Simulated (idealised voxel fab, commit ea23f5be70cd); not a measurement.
Documented hereafter: the process module known as voxel gate over fins.
Square cells of 5 nm make up the cross-section cut, whose width is 235 nm.
Heads up, the way a cross-section reads in here is a grid of square cells, handed over as bands from the top down, with every band being one or more rows of cells.
Heights first: top, then bottom, in nm. Then materials, left to right, each with a width in nm. "everywhere" on a single material: fills the band edge to edge. "air": empty space.
Where do heights start? At 0: under that level the wafer as delivered is made of one material only. And the lowest band has no floor; it just carries on downward, as in "0 down".
So if you see something like "30 to 40" for the width, read it as the top row of the band sitting at the first number and the bottom row at the second, with every row in between moving by the same amount as the last.
Reading "no modifications" for a step: not a cell of the cross-section changed in it.
The entry "Closed empty spaces" lists the empty spaces that cover at least 8 cells and have no open path to the top. Each is written as width x height at distance, where the distance is measured from the left edge and all three values are in nm.
Heads up: the bit after the settings on a step's line is the simulator's remark on that step.
overlay nm: right-of-plan distance of the mask on a masked step; negative values mean left-of-plan.

[Process steps foreseen in the plan]
step 1: RECEIVE: material Si
step 2: CONFORMAL_DEP: material SiN, thk nm 5
step 3: MASKED_ETCH: tone cover, mask id FINS, width nm 15, pitch nm 55, etch materials SiN, depth nm 5, overlay nm 0
step 4: MASKED_ETCH: tone cover, mask id FINS, width nm 15, pitch nm 55, etch materials Si, depth nm 40, overlay nm 0
step 5: OXIDIZE: depth nm 5
step 6: FILL_DEP: material SiO2, thk nm 10
step 7: CMP: height nm 5
step 8: PATTERN: tone open, mask id RAIL, material resist, width nm 15, thk nm 20, overlay nm 0
step 9: DIRECTIONAL_ETCH: etch materials SiO2, depth nm 40
step 10: STRIP: etch materials resist
step 11: CONFORMAL_DEP: material TiN, thk nm 5
step 12: FILL_DEP: material Ru, thk nm 5
step 13: CMP: height nm 5
step 14: SELECTIVE_ETCH: etch materials W Ru TiN, depth nm 25
step 15: FILL_DEP: material SiO2, thk nm 5
step 16: CMP: height nm 5
step 17: SELECTIVE_ETCH: etch materials SiO2, depth nm 15
step 18: STRIP: etch materials SiN
step 19: CONFORMAL_DEP: material HfO2, thk nm 5
step 20: CONFORMAL_DEP: material TiN, thk nm 5
step 21: CONFORMAL_DEP: material TiAl, thk nm 5
step 22: CONFORMAL_DEP: material TiN, thk nm 5
step 23: FILL_DEP: material W, thk nm 15
step 24: CMP: height nm 30
step 25: CONFORMAL_DEP: material SiN, thk nm 5

[As-received wafer cross-section (after step 1)]
	0 down = Si everywhere
	Closed empty spaces: none

[Cross-section taken at module completion on the first of two wafers; processed per the plan]
	35 to 30 = SiN everywhere
	30 to 20 = W everywhere
	20 to 15 = W=65 / TiN=45 / W=10 / TiN=45 / W=70
	15 to 10 = W=65 / TiN=5 / TiAl=35 / TiN=5 / W=10 / TiN=5 / TiAl=35 / TiN=5 / W=70
	10 to 5 = TiN=70 / TiAl=5 / TiN=25 / TiAl=5 / TiN=20 / TiAl=5 / TiN=25 / TiAl=5 / TiN=75
	5 to 0 = TiAl=75 / TiN=5 / HfO2=15 / TiN=5 / TiAl=30 / TiN=5 / HfO2=15 / TiN=5 / TiAl=80
	0 to -5 = TiN=80 / HfO2=5 / Si=5 / HfO2=5 / TiN=40 / HfO2=5 / Si=5 / HfO2=5 / TiN=85
	-5 to -10 = HfO2=85 / Si=5 / HfO2=50 / Si=5 / HfO2=90
	-10 to -20 = SiO2=85 / Si=5 / SiO2=50 / Si=5 / SiO2=90
	-20 to -30 = SiO2=85 / Si=5 / SiO2=15 / TiN=5 / Ru=5 / TiN=5 / SiO2=20 / Si=5 / SiO2=90
	-30 to -35 = SiO2=85 / Si=5 / SiO2=15 / TiN=15 / SiO2=20 / Si=5 / SiO2=90
	-35 to -45 = SiO2=85 / Si=5 / SiO2=50 / Si=5 / SiO2=90
	-45 down = Si everywhere
	Closed empty spaces: none

[Cross-sectional view of the second of two wafers upon completion of the module. This wafer shared its starting condition and process plan with the first; one error was made during its execution]
	35 to 30 = SiN everywhere
	30 to 20 = W everywhere
	20 to 15 = W=65 / TiN=45 / W=10 / TiN=45 / W=70
	15 to 10 = W=65 / TiN=5 / TiAl=35 / TiN=5 / W=10 / TiN=5 / TiAl=35 / TiN=5 / W=70
	10 to 5 = TiN=70 / TiAl=5 / TiN=25 / TiAl=5 / TiN=20 / TiAl=5 / TiN=25 / TiAl=5 / TiN=75
	5 to 0 = TiAl=75 / TiN=5 / HfO2=15 / TiN=5 / TiAl=30 / TiN=5 / HfO2=15 / TiN=5 / TiAl=80
	0 to -5 = TiN=80 / HfO2=5 / Si=5 / HfO2=5 / TiN=40 / HfO2=5 / Si=5 / HfO2=5 / TiN=85
	-5 to -10 = HfO2=85 / Si=5 / HfO2=50 / Si=5 / HfO2=90
	-10 to -20 = SiO2=85 / Si=5 / SiO2=50 / Si=5 / SiO2=90
	-20 to -30 = SiO2=85 / Si=5 / SiO2=15 / TiN=5 / Ru=10 / TiN=5 / SiO2=15 / Si=5 / SiO2=90
	-30 to -35 = SiO2=85 / Si=5 / SiO2=15 / TiN=20 / SiO2=15 / Si=5 / SiO2=90
	-35 to -45 = SiO2=85 / Si=5 / SiO2=50 / Si=5 / SiO2=90
	-45 down = Si everywhere
	Closed empty spaces: none
In executing the process, a mistake was made relative to the plan: step 8 was run on a setting that differed from the plan, and what really ran there is PATTERN: tone open, mask id RAIL, material resist, width nm 20, thk nm 20, overlay nm 0
Counted in cells at the end, the second wafer holds more or fewer of these materials than the first: Ru: 2 more, SiO2: 3 fewer, TiN: 1 more
